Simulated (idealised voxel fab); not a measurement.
The process module presented herein is designated voxel self aligned contacts.
Displayed cross-section: cut, width of 255 nm, square cells sized 5 nm.
Notation: cross-section as square-cell grid; stated in bands, top first, going down; one or more cell rows per band. The band entry comprises the height of the band's top followed by the height of its bottom, expressed in nm, and subsequently the band's materials from left to right, each stated together with its width in nm. Where a single material is marked with the word "everywhere", that material fills the band from edge to edge. The word "blank" represents empty space. All heights in this document are referenced to 0, defined as the level beneath which the wafer, as received, consists entirely of one material. The lowest band is not bounded below; it extends indefinitely downward and is written in the form "0 nm and below". Per-row width for "30->40": begins at first number (top row of band), ends at second number (bottom row), increment between rows held constant. You'll sometimes find "no change" written for a step, and that's the way of saying that nowhere in the cross-section did a cell change during that step. The entry titled "Closed cavities" provides the empty spaces that have no open way to the top, restricted to those of 8 cells or more. Each is presented as width x height at distance, the distance being measured from the left edge, with all three in nm. Whatever follows a step's settings on its line is a remark the simulator itself makes about that step. Among the settings permitted on a step's line is "overlay nm"; applied to a step with a mask, it specifies the extent to which the mask lay to the right of its planned position, whereas a negative figure signifies a position to the left. Each pair below shows a cross-section before one step and the cross-section after it, down to the lowest band that changed. The line under each pair gives the step between them, with its settings. The pairs can come from different runs of this module on the same starting wafer, so a pair continues from the pair above only where its "Before the process" says so.
Before the process
> 0 nm and below  Si everywhere
> Closed cavities: none
Post-Step Appearance
> 0 nm to -5 nm  SiO2 everywhere
> Under the height -5 nothing was changed.
> Closed cavities: none
What sits between those two cross-sections? OXIDIZE [depth nm 5]
Before the process: same picture as after in the pair right above, so we don't repeat it.
Post-Step Appearance
> 20 nm to 0 nm  polySi everywhere
> Under the height 0 nothing was changed.
> Closed cavities: none
What sits between those two cross-sections? DIRECTIONAL_DEP [material polySi] [thk nm 20]
Before the process: same picture as after in the pair right above, so we don't repeat it.
Post-Step Appearance
> 40 nm to 20 nm  SiN everywhere
> Under the height 20 nothing was changed.
> Closed cavities: none
What sits between those two cross-sections? DIRECTIONAL_DEP [material SiN] [thk nm 20]
Before the process: same picture as after in the pair right above, so we don't repeat it.
Post-Step Appearance
> 50 nm to 40 nm  aC everywhere
> Under the height 40 nothing was changed.
> Closed cavities: none
What sits between those two cross-sections? DIRECTIONAL_DEP [material aC] [thk nm 10]
Before the process: same picture as after in the pair right above, so we don't repeat it.
Post-Step Appearance
> 80 nm to 50 nm  blank 50  resist 35  blank 25  resist 35  blank 25  resist 35  blank 50
> Under the height 50 nothing was changed.
> Closed cavities: none
What sits between those two cross-sections? PATTERN [tone cover] [mask id GATE] [material resist] [width nm 35] [pitch nm 60] [thk nm 30] [overlay nm 0]
Before the process: same picture as after in the pair right above, so we don't repeat it.
Post-Step Appearance
> 70 nm to 50 nm  blank 50  resist 35  blank 25  resist 35  blank 25  resist 35  blank 50
> 50 nm to 40 nm  blank 50  aC 35  blank 25  aC 35  blank 25  aC 35  blank 50
> Under the height 40 nothing was changed.
> Closed cavities: none
What sits between those two cross-sections? DIRECTIONAL_ETCH [etch materials aC] [depth nm 10]
Before the process: same picture as after in the pair right above, so we don't repeat it.
Post-Step Appearance
> 50 nm to 40 nm  blank 50  aC 35  blank 25  aC 35  blank 25  aC 35  blank 50
> Under the height 40 nothing was changed.
> Closed cavities: none
What sits between those two cross-sections? STRIP [etch materials resist]
Before the process: same picture as after in the pair right above, so we don't repeat it.
Post-Step Appearance
> 50 nm to 40 nm  blank 50  aC 35  blank 25  aC 35  blank 25  aC 35  blank 50
> 40 nm to 20 nm  blank 50  SiN 35  blank 25  SiN 35  blank 25  SiN 35  blank 50
> Under the height 20 nothing was changed.
> Closed cavities: none
What sits between those two cross-sections? DIRECTIONAL_ETCH [etch materials SiN] [depth nm 20]
Before the process: same picture as after in the pair right above, so we don't repeat it.
Post-Step Appearance
> 50 nm to 40 nm  blank 50  aC 35  blank 25  aC 35  blank 25  aC 35  blank 50
> 40 nm to 20 nm  blank 50  SiN 35  blank 25  SiN 35  blank 25  SiN 35  blank 50
> 20 nm to 0 nm  blank 50  polySi 35  blank 25  polySi 35  blank 25  polySi 35  blank 50
> Under the height 0 nothing was changed.
> Closed cavities: none
What sits between those two cross-sections? DIRECTIONAL_ETCH [etch materials polySi] [depth nm 20]
Before the process: same picture as after in the pair right above, so we don't repeat it.
Post-Step Appearance
> 40 nm to 20 nm  blank 50  SiN 35  blank 25  SiN 35  blank 25  SiN 35  blank 50
> Under the height 20 nothing was changed.
> Closed cavities: none
What sits between those two cross-sections? STRIP [etch materials aC]
Before the process: same picture as after in the pair right above, so we don't repeat it.
Post-Step Appearance
> 45 nm to 20 nm  blank 45  SiN 45  blank 15  SiN 45  blank 15  SiN 45  blank 45
> 20 nm to 5 nm  blank 45  SiN 5  polySi 35  SiN 5  blank 15  SiN 5  polySi 35  SiN 5  blank 15  SiN 5  polySi 35  SiN 5  blank 45
> 5 nm to 0 nm  SiN 50  polySi 35  SiN 25  polySi 35  SiN 25  polySi 35  SiN 50
> Under the height 0 nothing was changed.
> Closed cavities: none
What sits between those two cross-sections? CONFORMAL_DEP [material SiN] [thk nm 5]
Before the process: same picture as after in the pair right above, so we don't repeat it.
Post-Step Appearance
> 40 nm to 20 nm  blank 45  SiN 45  blank 15  SiN 45  blank 15  SiN 45  blank 45
> 20 nm to 0 nm  blank 45  SiN 5  polySi 35  SiN 5  blank 15  SiN 5  polySi 35  SiN 5  blank 15  SiN 5  polySi 35  SiN 5  blank 45
> Under the height 0 nothing was changed.
> Closed cavities: none
What sits between those two cross-sections? DIRECTIONAL_ETCH [etch materials SiN] [depth nm 5]
Before the process: same picture as after in the pair right above, so we don't repeat it.
Post-Step Appearance
> 55 nm to 40 nm  SiO2 everywhere
> 40 nm to 20 nm  SiO2 45  SiN 45  SiO2 15  SiN 45  SiO2 15  SiN 45  SiO2 45
> 20 nm to 0 nm  SiO2 45  SiN 5  polySi 35  SiN 5  SiO2 15  SiN 5  polySi 35  SiN 5  SiO2 15  SiN 5  polySi 35  SiN 5  SiO2 45
> Under the height 0 nothing was changed.
> Closed cavities: none
What sits between those two cross-sections? FILL_DEP [material SiO2] [thk nm 15]
Before the process: same picture as after in the pair right above, so we don't repeat it.
Post-Step Appearance
> 45 nm to 40 nm  SiO2 everywhere
> Under the height 40 nothing was changed.
> Closed cavities: none
What sits between those two cross-sections? CMP [height nm 45]
Before the process: same picture as after in the pair right above, so we don't repeat it.
Post-Step Appearance
> 55 nm to 45 nm  aC everywhere
> Under the height 45 nothing was changed.
> Closed cavities: none
What sits between those two cross-sections? DIRECTIONAL_DEP [material aC] [thk nm 10]
Before the process: same picture as after in the pair right above, so we don't repeat it.
Post-Step Appearance
> 80 nm to 55 nm  resist 80  blank 35  resist 25  blank 35  resist 80
> Under the height 55 nothing was changed.
> Closed cavities: none
What sits between those two cross-sections? PATTERN [tone open] [mask id CONTACT] [material resist] [width nm 35] [pitch nm 60] [thk nm 25] [overlay nm 0]
Before the process: same picture as after in the pair right above, so we don't repeat it.
Post-Step Appearance
> 70 nm to 55 nm  resist 80  blank 35  resist 25  blank 35  resist 80
> 55 nm to 45 nm  aC 80  blank 35  aC 25  blank 35  aC 80
> Under the height 45 nothing was changed.
> Closed cavities: none
What sits between those two cross-sections? DIRECTIONAL_ETCH [etch materials aC] [depth nm 10]
Before the process: same picture as after in the pair right above, so we don't repeat it.
Post-Step Appearance
> 55 nm to 45 nm  aC 80  blank 35  aC 25  blank 35  aC 80
> Under the height 45 nothing was changed.
> Closed cavities: none
What sits between those two cross-sections? STRIP [etch materials resist]
Before the process: same picture as after in the pair right above, so we don't repeat it.
Post-Step Appearance
> 55 nm to 45 nm  aC 80  blank 35  aC 25  blank 35  aC 80
> 45 nm to 40 nm  SiO2 80  blank 35  SiO2 25  blank 35  SiO2 80
> 40 nm to 20 nm  SiO2 45  SiN 45  blank 15  SiN 45  blank 15  SiN 45  SiO2 45
> 20 nm to 0 nm  SiO2 45  SiN 5  polySi 35  SiN 5  blank 15  SiN 5  polySi 35  SiN 5  blank 15  SiN 5  polySi 35  SiN 5  SiO2 45
> 0 nm to -5 nm  SiO2 90  blank 15  SiO2 45  blank 15  SiO2 90
> Under the height -5 nothing was changed.
> Closed cavities: none
What sits between those two cross-sections? DIRECTIONAL_ETCH [etch materials SiO2] [depth nm 50]
Before the process: same picture as after in the pair right above, so we don't repeat it.
Post-Step Appearance
> 45 nm to 40 nm  SiO2 80  blank 35  SiO2 25  blank 35  SiO2 80
> Under the height 40 nothing was changed.
> Closed cavities: none
What sits between those two cross-sections? STRIP [etch materials aC]
Before the process: same picture as after in the pair right above, so we don't repeat it.
Post-Step Appearance
> 50 nm to 45 nm  TiN 85  blank 25  TiN 35  blank 25  TiN 85
> 45 nm to 40 nm  SiO2 80  TiN 15  blank 5  TiN 15  SiO2 25  TiN 15  blank 5  TiN 15  SiO2 80
> 40 nm to 20 nm  SiO2 45  SiN 45  TiN 5  blank 5  TiN 5  SiN 45  TiN 5  blank 5  TiN 5  SiN 45  SiO2 45
> 20 nm to 0 nm  SiO2 45  SiN 5  polySi 35  SiN 5  TiN 5  blank 5  TiN 5  SiN 5  polySi 35  SiN 5  TiN 5  blank 5  TiN 5  SiN 5  polySi 35  SiN 5  SiO2 45
> 0 nm to -5 nm  SiO2 90  TiN 15  SiO2 45  TiN 15  SiO2 90
> Under the height -5 nothing was changed.
> Closed cavities: none
What sits between those two cross-sections? CONFORMAL_DEP [material TiN] [thk nm 5]
Before the process: same picture as after in the pair right above, so we don't repeat it.
Post-Step Appearance
> 60 nm to 50 nm  W everywhere
> 50 nm to 45 nm  TiN 85  W 25  TiN 35  W 25  TiN 85
> 45 nm to 40 nm  SiO2 80  TiN 15  W 5  TiN 15  SiO2 25  TiN 15  W 5  TiN 15  SiO2 80
> 40 nm to 20 nm  SiO2 45  SiN 45  TiN 5  W 5  TiN 5  SiN 45  TiN 5  W 5  TiN 5  SiN 45  SiO2 45
> 20 nm to 0 nm  SiO2 45  SiN 5  polySi 35  SiN 5  TiN 5  W 5  TiN 5  SiN 5  polySi 35  SiN 5  TiN 5  W 5  TiN 5  SiN 5  polySi 35  SiN 5  SiO2 45
> Under the height 0 nothing was changed.
> Closed cavities: none
What sits between those two cross-sections? FILL_DEP [material W] [thk nm 10]
Before the process: same picture as after in the pair right above, so we don't repeat it.
Post-Step Appearance
> 45 nm to 40 nm  SiO2 80  TiN 15  W 5  TiN 15  SiO2 25  TiN 15  W 5  TiN 15  SiO2 80
> Under the height 40 nothing was changed.
> Closed cavities: none
What sits between those two cross-sections? CMP [height nm 45]
Before the process: same picture as after in the pair right above, so we don't repeat it.
Post-Step Appearance
> 50 nm to 45 nm  SiCN everywhere
> Under the height 45 nothing was changed.
> Closed cavities: none
What sits between those two cross-sections? CONFORMAL_DEP [material SiCN] [thk nm 5]
Before the process
> 60 nm to 50 nm  W everywhere
> 50 nm to 45 nm  TiN 85  W 25  TiN 35  W 25  TiN 85
> 45 nm to 40 nm  SiO2 80  TiN 15  W 5  TiN 15  SiO2 25  TiN 15  W 5  TiN 15  SiO2 80
> 40 nm to 20 nm  SiO2 45  SiN 45  TiN 5  W 5  TiN 5  SiN 45  TiN 5  W 5  TiN 5  SiN 45  SiO2 45
> 20 nm to 0 nm  SiO2 45  SiN 5  polySi 35  SiN 5  TiN 5  W 5  TiN 5  SiN 5  polySi 35  SiN 5  TiN 5  W 5  TiN 5  SiN 5  polySi 35  SiN 5  SiO2 45
> 0 nm to -5 nm  SiO2 90  TiN 15  SiO2 45  TiN 15  SiO2 90
> -5 nm and below  Si everywhere
> Closed cavities: none
Post-Step Appearance
> 65 nm to 60 nm  SiCN everywhere
> Under the height 60 nothing was changed.
> Closed cavities: none
What sits between those two cross-sections? CONFORMAL_DEP [material SiCN] [thk nm 5]
Before the process
> 20 nm to 0 nm  polySi everywhere
> 0 nm to -5 nm  SiO2 everywhere
> -5 nm and below  Si everywhere
> Closed cavities: none
Post-Step Appearance
> 40 nm to 0 nm  polySi everywhere
> Under the height 0 nothing was changed.
> Closed cavities: none
What sits between those two cross-sections? DIRECTIONAL_DEP [material polySi] [thk nm 20]
Before the process: same picture as after in the pair right above, so we don't repeat it.
Post-Step Appearance
> 60 nm to 40 nm  SiN everywhere
> Under the height 40 nothing was changed.
> Closed cavities: none
What sits between those two cross-sections? DIRECTIONAL_DEP [material SiN] [thk nm 20]
Before the process: same picture as after in the pair right above, so we don't repeat it.
Post-Step Appearance
> 70 nm to 60 nm  aC everywhere
> Under the height 60 nothing was changed.
> Closed cavities: none
What sits between those two cross-sections? DIRECTIONAL_DEP [material aC] [thk nm 10]
Before the process: same picture as after in the pair right above, so we don't repeat it.
Post-Step Appearance
> 100 nm to 70 nm  blank 50  resist 35  blank 25  resist 35  blank 25  resist 35  blank 50
> Under the height 70 nothing was changed.
> Closed cavities: none
What sits between those two cross-sections? PATTERN [tone cover] [mask id GATE] [material resist] [width nm 35] [pitch nm 60] [thk nm 30] [overlay nm 0]
Before the process: same picture as after in the pair right above, so we don't repeat it.
Post-Step Appearance
> 90 nm to 70 nm  blank 50  resist 35  blank 25  resist 35  blank 25  resist 35  blank 50
> 70 nm to 60 nm  blank 50  aC 35  blank 25  aC 35  blank 25  aC 35  blank 50
> Under the height 60 nothing was changed.
> Closed cavities: none
What sits between those two cross-sections? DIRECTIONAL_ETCH [etch materials aC] [depth nm 10]
Before the process: same picture as after in the pair right above, so we don't repeat it.
Post-Step Appearance
> 70 nm to 60 nm  blank 50  aC 35  blank 25  aC 35  blank 25  aC 35  blank 50
> Under the height 60 nothing was changed.
> Closed cavities: none
What sits between those two cross-sections? STRIP [etch materials resist]
Before the process: same picture as after in the pair right above, so we don't repeat it.
Post-Step Appearance
> 70 nm to 60 nm  blank 50  aC 35  blank 25  aC 35  blank 25  aC 35  blank 50
> 60 nm to 40 nm  blank 50  SiN 35  blank 25  SiN 35  blank 25  SiN 35  blank 50
> Under the height 40 nothing was changed.
> Closed cavities: none
What sits between those two cross-sections? DIRECTIONAL_ETCH [etch materials SiN] [depth nm 20]
Before the process: same picture as after in the pair right above, so we don't repeat it.
Post-Step Appearance
> 70 nm to 60 nm  blank 50  aC 35  blank 25  aC 35  blank 25  aC 35  blank 50
> 60 nm to 40 nm  blank 50  SiN 35  blank 25  SiN 35  blank 25  SiN 35  blank 50
> 40 nm to 20 nm  blank 50  polySi 35  blank 25  polySi 35  blank 25  polySi 35  blank 50
> Under the height 20 nothing was changed.
> Closed cavities: none
What sits between those two cross-sections? DIRECTIONAL_ETCH [etch materials polySi] [depth nm 20]
Before the process: same picture as after in the pair right above, so we don't repeat it.
Post-Step Appearance
> 60 nm to 40 nm  blank 50  SiN 35  blank 25  SiN 35  blank 25  SiN 35  blank 50
> Under the height 40 nothing was changed.
> Closed cavities: none
What sits between those two cross-sections? STRIP [etch materials aC]
Before the process: same picture as after in the pair right above, so we don't repeat it.
Post-Step Appearance
> 65 nm to 40 nm  blank 45  SiN 45  blank 15  SiN 45  blank 15  SiN 45  blank 45
> 40 nm to 25 nm  blank 45  SiN 5  polySi 35  SiN 5  blank 15  SiN 5  polySi 35  SiN 5  blank 15  SiN 5  polySi 35  SiN 5  blank 45
> 25 nm to 20 nm  SiN 50  polySi 35  SiN 25  polySi 35  SiN 25  polySi 35  SiN 50
> Under the height 20 nothing was changed.
> Closed cavities: none
What sits between those two cross-sections? CONFORMAL_DEP [material SiN] [thk nm 5]
Before the process: same picture as after in the pair right above, so we don't repeat it.
Post-Step Appearance
> 60 nm to 40 nm  blank 45  SiN 45  blank 15  SiN 45  blank 15  SiN 45  blank 45
> 40 nm to 20 nm  blank 45  SiN 5  polySi 35  SiN 5  blank 15  SiN 5  polySi 35  SiN 5  blank 15  SiN 5  polySi 35  SiN 5  blank 45
> Under the height 20 nothing was changed.
> Closed cavities: none
What sits between those two cross-sections? DIRECTIONAL_ETCH [etch materials SiN] [depth nm 5]
Before the process: same picture as after in the pair right above, so we don't repeat it.
Post-Step Appearance
> 75 nm to 60 nm  SiO2 everywhere
> 60 nm to 40 nm  SiO2 45  SiN 45  SiO2 15  SiN 45  SiO2 15  SiN 45  SiO2 45
> 40 nm to 20 nm  SiO2 45  SiN 5  polySi 35  SiN 5  SiO2 15  SiN 5  polySi 35  SiN 5  SiO2 15  SiN 5  polySi 35  SiN 5  SiO2 45
> Under the height 20 nothing was changed.
> Closed cavities: none
What sits between those two cross-sections? FILL_DEP [material SiO2] [thk nm 15]
Before the process: same picture as after in the pair right above, so we don't repeat it.
Post-Step Appearance
> 45 nm to 40 nm  SiO2 45  SiN 45  SiO2 15  SiN 45  SiO2 15  SiN 45  SiO2 45
> Under the height 40 nothing was changed.
> Closed cavities: none
What sits between those two cross-sections? CMP [height nm 45]
Before the process: same picture as after in the pair right above, so we don't repeat it.
Post-Step Appearance
> 55 nm to 45 nm  aC everywhere
> Under the height 45 nothing was changed.
> Closed cavities: none
What sits between those two cross-sections? DIRECTIONAL_DEP [material aC] [thk nm 10]
Before the process: same picture as after in the pair right above, so we don't repeat it.
Post-Step Appearance
> 80 nm to 55 nm  resist 80  blank 35  resist 25  blank 35  resist 80
> Under the height 55 nothing was changed.
> Closed cavities: none
What sits between those two cross-sections? PATTERN [tone open] [mask id CONTACT] [material resist] [width nm 35] [pitch nm 60] [thk nm 25] [overlay nm 0]
Before the process: same picture as after in the pair right above, so we don't repeat it.
Post-Step Appearance
> 70 nm to 55 nm  resist 80  blank 35  resist 25  blank 35  resist 80
> 55 nm to 45 nm  aC 80  blank 35  aC 25  blank 35  aC 80
> Under the height 45 nothing was changed.
> Closed cavities: none
What sits between those two cross-sections? DIRECTIONAL_ETCH [etch materials aC] [depth nm 10]
Before the process: same picture as after in the pair right above, so we don't repeat it.
Post-Step Appearance
> 55 nm to 45 nm  aC 80  blank 35  aC 25  blank 35  aC 80
> Under the height 45 nothing was changed.
> Closed cavities: none
What sits between those two cross-sections? STRIP [etch materials resist]
Before the process: same picture as after in the pair right above, so we don't repeat it.
Post-Step Appearance
> 55 nm to 45 nm  aC 80  blank 35  aC 25  blank 35  aC 80
> 45 nm to 40 nm  SiO2 45  SiN 45  blank 15  SiN 45  blank 15  SiN 45  SiO2 45
> 40 nm to 20 nm  SiO2 45  SiN 5  polySi 35  SiN 5  blank 15  SiN 5  polySi 35  SiN 5  blank 15  SiN 5  polySi 35  SiN 5  SiO2 45
> Under the height 20 nothing was changed.
> Closed cavities: none
What sits between those two cross-sections? DIRECTIONAL_ETCH [etch materials SiO2] [depth nm 50]
Before the process: same picture as after in the pair right above, so we don't repeat it.
Post-Step Appearance
> 45 nm to 40 nm  SiO2 45  SiN 45  blank 15  SiN 45  blank 15  SiN 45  SiO2 45
> Under the height 40 nothing was changed.
> Closed cavities: none
What sits between those two cross-sections? STRIP [etch materials aC]
Before the process: same picture as after in the pair right above, so we don't repeat it.
Post-Step Appearance
> 50 nm to 45 nm  TiN 95  blank 5  TiN 55  blank 5  TiN 95
> 45 nm to 40 nm  SiO2 45  SiN 45  TiN 5  blank 5  TiN 5  SiN 45  TiN 5  blank 5  TiN 5  SiN 45  SiO2 45
> 40 nm to 25 nm  SiO2 45  SiN 5  polySi 35  SiN 5  TiN 5  blank 5  TiN 5  SiN 5  polySi 35  SiN 5  TiN 5  blank 5  TiN 5  SiN 5  polySi 35  SiN 5  SiO2 45
> 25 nm to 20 nm  SiO2 45  SiN 5  polySi 35  SiN 5  TiN 15  SiN 5  polySi 35  SiN 5  TiN 15  SiN 5  polySi 35  SiN 5  SiO2 45
> Under the height 20 nothing was changed.
> Closed cavities: none
What sits between those two cross-sections? CONFORMAL_DEP [material TiN] [thk nm 5]
Before the process: same picture as after in the pair right above, so we don't repeat it.
Post-Step Appearance
> 60 nm to 50 nm  W everywhere
> 50 nm to 45 nm  TiN 95  W 5  TiN 55  W 5  TiN 95
> 45 nm to 40 nm  SiO2 45  SiN 45  TiN 5  W 5  TiN 5  SiN 45  TiN 5  W 5  TiN 5  SiN 45  SiO2 45
> 40 nm to 25 nm  SiO2 45  SiN 5  polySi 35  SiN 5  TiN 5  W 5  TiN 5  SiN 5  polySi 35  SiN 5  TiN 5  W 5  TiN 5  SiN 5  polySi 35  SiN 5  SiO2 45
> Under the height 25 nothing was changed.
> Closed cavities: none
What sits between those two cross-sections? FILL_DEP [material W] [thk nm 10]
Before the process: same picture as after in the pair right above, so we don't repeat it.
Post-Step Appearance
> 45 nm to 40 nm  SiO2 45  SiN 45  TiN 5  W 5  TiN 5  SiN 45  TiN 5  W 5  TiN 5  SiN 45  SiO2 45
> Under the height 40 nothing was changed.
> Closed cavities: none
What sits between those two cross-sections? CMP [height nm 45]
Before the process: same picture as after in the pair right above, so we don't repeat it.
Post-Step Appearance
> 50 nm to 45 nm  SiCN everywhere
> Under the height 45 nothing was changed.
> Closed cavities: none
What sits between those two cross-sections? CONFORMAL_DEP [material SiCN] [thk nm 5]
Before the process
> 0 nm and below  Si everywhere
> Closed cavities: none
Post-Step Appearance
> 20 nm to 0 nm  polySi everywhere
> Under the height 0 nothing was changed.
> Closed cavities: none
What sits between those two cross-sections? DIRECTIONAL_DEP [material polySi] [thk nm 20]
Before the process: same picture as after in the pair right above, so we don't repeat it.
Post-Step Appearance
> 20 nm to 15 nm  SiO2 everywhere
> Under the height 15 nothing was changed.
> Closed cavities: none
What sits between those two cross-sections? OXIDIZE [depth nm 5]
Before the process: same picture as after in the pair right above, so we don't repeat it.
Post-Step Appearance
> 40 nm to 20 nm  SiN everywhere
> Under the height 20 nothing was changed.
> Closed cavities: none
What sits between those two cross-sections? DIRECTIONAL_DEP [material SiN] [thk nm 20]
Before the process: same picture as after in the pair right above, so we don't repeat it.
Post-Step Appearance
> 50 nm to 40 nm  aC everywhere
> Under the height 40 nothing was changed.
> Closed cavities: none
What sits between those two cross-sections? DIRECTIONAL_DEP [material aC] [thk nm 10]
Before the process: same picture as after in the pair right above, so we don't repeat it.
Post-Step Appearance
> 80 nm to 50 nm  blank 50  resist 35  blank 25  resist 35  blank 25  resist 35  blank 50
> Under the height 50 nothing was changed.
> Closed cavities: none
What sits between those two cross-sections? PATTERN [tone cover] [mask id GATE] [material resist] [width nm 35] [pitch nm 60] [thk nm 30] [overlay nm 0]
Before the process: same picture as after in the pair right above, so we don't repeat it.
Post-Step Appearance
> 70 nm to 50 nm  blank 50  resist 35  blank 25  resist 35  blank 25  resist 35  blank 50
> 50 nm to 40 nm  blank 50  aC 35  blank 25  aC 35  blank 25  aC 35  blank 50
> Under the height 40 nothing was changed.
> Closed cavities: none
What sits between those two cross-sections? DIRECTIONAL_ETCH [etch materials aC] [depth nm 10]
Before the process: same picture as after in the pair right above, so we don't repeat it.
Post-Step Appearance
> 50 nm to 40 nm  blank 50  aC 35  blank 25  aC 35  blank 25  aC 35  blank 50
> Under the height 40 nothing was changed.
> Closed cavities: none
What sits between those two cross-sections? STRIP [etch materials resist]
Before the process: same picture as after in the pair right above, so we don't repeat it.
Post-Step Appearance
> 50 nm to 40 nm  blank 50  aC 35  blank 25  aC 35  blank 25  aC 35  blank 50
> 40 nm to 20 nm  blank 50  SiN 35  blank 25  SiN 35  blank 25  SiN 35  blank 50
> Under the height 20 nothing was changed.
> Closed cavities: none
What sits between those two cross-sections? DIRECTIONAL_ETCH [etch materials SiN] [depth nm 20]
Before the process: same picture as after in the pair right above, so we don't repeat it.
Post-Step Appearance
> 40 nm to 20 nm  blank 50  SiN 35  blank 25  SiN 35  blank 25  SiN 35  blank 50
> Under the height 20 nothing was changed.
> Closed cavities: none
What sits between those two cross-sections? STRIP [etch materials aC]
Before the process: same picture as after in the pair right above, so we don't repeat it.
Post-Step Appearance
> 45 nm to 25 nm  blank 45  SiN 45  blank 15  SiN 45  blank 15  SiN 45  blank 45
> 25 nm to 20 nm  SiN everywhere
> Under the height 20 nothing was changed.
> Closed cavities: none
What sits between those two cross-sections? CONFORMAL_DEP [material SiN] [thk nm 5]
Before the process: same picture as after in the pair right above, so we don't repeat it.
Post-Step Appearance
> 40 nm to 20 nm  blank 45  SiN 45  blank 15  SiN 45  blank 15  SiN 45  blank 45
> Under the height 20 nothing was changed.
> Closed cavities: none
What sits between those two cross-sections? DIRECTIONAL_ETCH [etch materials SiN] [depth nm 5]
Before the process: same picture as after in the pair right above, so we don't repeat it.
Post-Step Appearance
> 55 nm to 40 nm  SiO2 everywhere
> 40 nm to 20 nm  SiO2 45  SiN 45  SiO2 15  SiN 45  SiO2 15  SiN 45  SiO2 45
> Under the height 20 nothing was changed.
> Closed cavities: none
What sits between those two cross-sections? FILL_DEP [material SiO2] [thk nm 15]
Before the process: same picture as after in the pair right above, so we don't repeat it.
Post-Step Appearance
> 45 nm to 40 nm  SiO2 everywhere
> Under the height 40 nothing was changed.
> Closed cavities: none
What sits between those two cross-sections? CMP [height nm 45]
Before the process: same picture as after in the pair right above, so we don't repeat it.
Post-Step Appearance
> 55 nm to 45 nm  aC everywhere
> Under the height 45 nothing was changed.
> Closed cavities: none
What sits between those two cross-sections? DIRECTIONAL_DEP [material aC] [thk nm 10]
Before the process: same picture as after in the pair right above, so we don't repeat it.
Post-Step Appearance
> 80 nm to 55 nm  resist 80  blank 35  resist 25  blank 35  resist 80
> Under the height 55 nothing was changed.
> Closed cavities: none
What sits between those two cross-sections? PATTERN [tone open] [mask id CONTACT] [material resist] [width nm 35] [pitch nm 60] [thk nm 25] [overlay nm 0]
Before the process: same picture as after in the pair right above, so we don't repeat it.
Post-Step Appearance
> 70 nm to 55 nm  resist 80  blank 35  resist 25  blank 35  resist 80
> 55 nm to 45 nm  aC 80  blank 35  aC 25  blank 35  aC 80
> Under the height 45 nothing was changed.
> Closed cavities: none
What sits between those two cross-sections? DIRECTIONAL_ETCH [etch materials aC] [depth nm 10]
Before the process: same picture as after in the pair right above, so we don't repeat it.
Post-Step Appearance
> 55 nm to 45 nm  aC 80  blank 35  aC 25  blank 35  aC 80
> Under the height 45 nothing was changed.
> Closed cavities: none
What sits between those two cross-sections? STRIP [etch materials resist]
Before the process: same picture as after in the pair right above, so we don't repeat it.
Post-Step Appearance
> 55 nm to 45 nm  aC 80  blank 35  aC 25  blank 35  aC 80
> 45 nm to 40 nm  SiO2 80  blank 35  SiO2 25  blank 35  SiO2 80
> 40 nm to 20 nm  SiO2 45  SiN 45  blank 15  SiN 45  blank 15  SiN 45  SiO2 45
> 20 nm to 15 nm  SiO2 90  blank 15  SiO2 45  blank 15  SiO2 90
> Under the height 15 nothing was changed.
> Closed cavities: none
What sits between those two cross-sections? DIRECTIONAL_ETCH [etch materials SiO2] [depth nm 50]
Before the process: same picture as after in the pair right above, so we don't repeat it.
Post-Step Appearance
> 45 nm to 40 nm  SiO2 80  blank 35  SiO2 25  blank 35  SiO2 80
> Under the height 40 nothing was changed.
> Closed cavities: none
What sits between those two cross-sections? STRIP [etch materials aC]
Before the process: same picture as after in the pair right above, so we don't repeat it.
Post-Step Appearance
> 50 nm to 45 nm  TiN 85  blank 25  TiN 35  blank 25  TiN 85
> 45 nm to 40 nm  SiO2 80  TiN 15  blank 5  TiN 15  SiO2 25  TiN 15  blank 5  TiN 15  SiO2 80
> 40 nm to 20 nm  SiO2 45  SiN 45  TiN 5  blank 5  TiN 5  SiN 45  TiN 5  blank 5  TiN 5  SiN 45  SiO2 45
> 20 nm to 15 nm  SiO2 90  TiN 15  SiO2 45  TiN 15  SiO2 90
> Under the height 15 nothing was changed.
> Closed cavities: none
What sits between those two cross-sections? CONFORMAL_DEP [material TiN] [thk nm 5]
Before the process: same picture as after in the pair right above, so we don't repeat it.
Post-Step Appearance
> 60 nm to 50 nm  W everywhere
> 50 nm to 45 nm  TiN 85  W 25  TiN 35  W 25  TiN 85
> 45 nm to 40 nm  SiO2 80  TiN 15  W 5  TiN 15  SiO2 25  TiN 15  W 5  TiN 15  SiO2 80
> 40 nm to 20 nm  SiO2 45  SiN 45  TiN 5  W 5  TiN 5  SiN 45  TiN 5  W 5  TiN 5  SiN 45  SiO2 45
> Under the height 20 nothing was changed.
> Closed cavities: none
What sits between those two cross-sections? FILL_DEP [material W] [thk nm 10]
Before the process: same picture as after in the pair right above, so we don't repeat it.
Post-Step Appearance
> 45 nm to 40 nm  SiO2 80  TiN 15  W 5  TiN 15  SiO2 25  TiN 15  W 5  TiN 15  SiO2 80
> Under the height 40 nothing was changed.
> Closed cavities: none
What sits between those two cross-sections? CMP [height nm 45]
Before the process: same picture as after in the pair right above, so we don't repeat it.
Post-Step Appearance
> 50 nm to 45 nm  SiCN everywhere
> Under the height 45 nothing was changed.
> Closed cavities: none
What sits between those two cross-sections? CONFORMAL_DEP [material SiCN] [thk nm 5]
Before the process
> 60 nm to 50 nm  W everywhere
> 50 nm to 45 nm  TiN 85  W 25  TiN 35  W 25  TiN 85
> 45 nm to 40 nm  SiO2 80  TiN 15  W 5  TiN 15  SiO2 25  TiN 15  W 5  TiN 15  SiO2 80
> 40 nm to 20 nm  SiO2 45  SiN 45  TiN 5  W 5  TiN 5  SiN 45  TiN 5  W 5  TiN 5  SiN 45  SiO2 45
> 20 nm to 0 nm  SiO2 45  SiN 5  polySi 35  SiN 5  TiN 5  W 5  TiN 5  SiN 5  polySi 35  SiN 5  TiN 5  W 5  TiN 5  SiN 5  polySi 35  SiN 5  SiO2 45
> 0 nm to -5 nm  SiO2 90  TiN 15  SiO2 45  TiN 15  SiO2 90
> -5 nm and below  Si everywhere
> Closed cavities: none
Post-Step Appearance
> 50 nm to 45 nm  TiN 85  W 25  TiN 35  W 25  TiN 85
> Under the height 45 nothing was changed.
> Closed cavities: none
What sits between those two cross-sections? CMP [height nm 50]
Before the process: same picture as after in the pair right above, so we don't repeat it.
Post-Step Appearance
> 55 nm to 50 nm  SiCN everywhere
> Under the height 50 nothing was changed.
> Closed cavities: none
What sits between those two cross-sections? CONFORMAL_DEP [material SiCN] [thk nm 5]
Before the process
> 50 nm to 40 nm  aC everywhere
> 40 nm to 20 nm  SiN everywhere
> 20 nm to 0 nm  polySi everywhere
> 0 nm to -5 nm  SiO2 everywhere
> -5 nm and below  Si everywhere
> Closed cavities: none
Post-Step Appearance
> 80 nm to 50 nm  blank 55  resist 30  blank 30  resist 30  blank 30  resist 30  blank 50
> Under the height 50 nothing was changed.
> Closed cavities: none
What sits between those two cross-sections? PATTERN [tone cover] [mask id GATE] [material resist] [width nm 30] [pitch nm 60] [thk nm 30] [overlay nm 0]
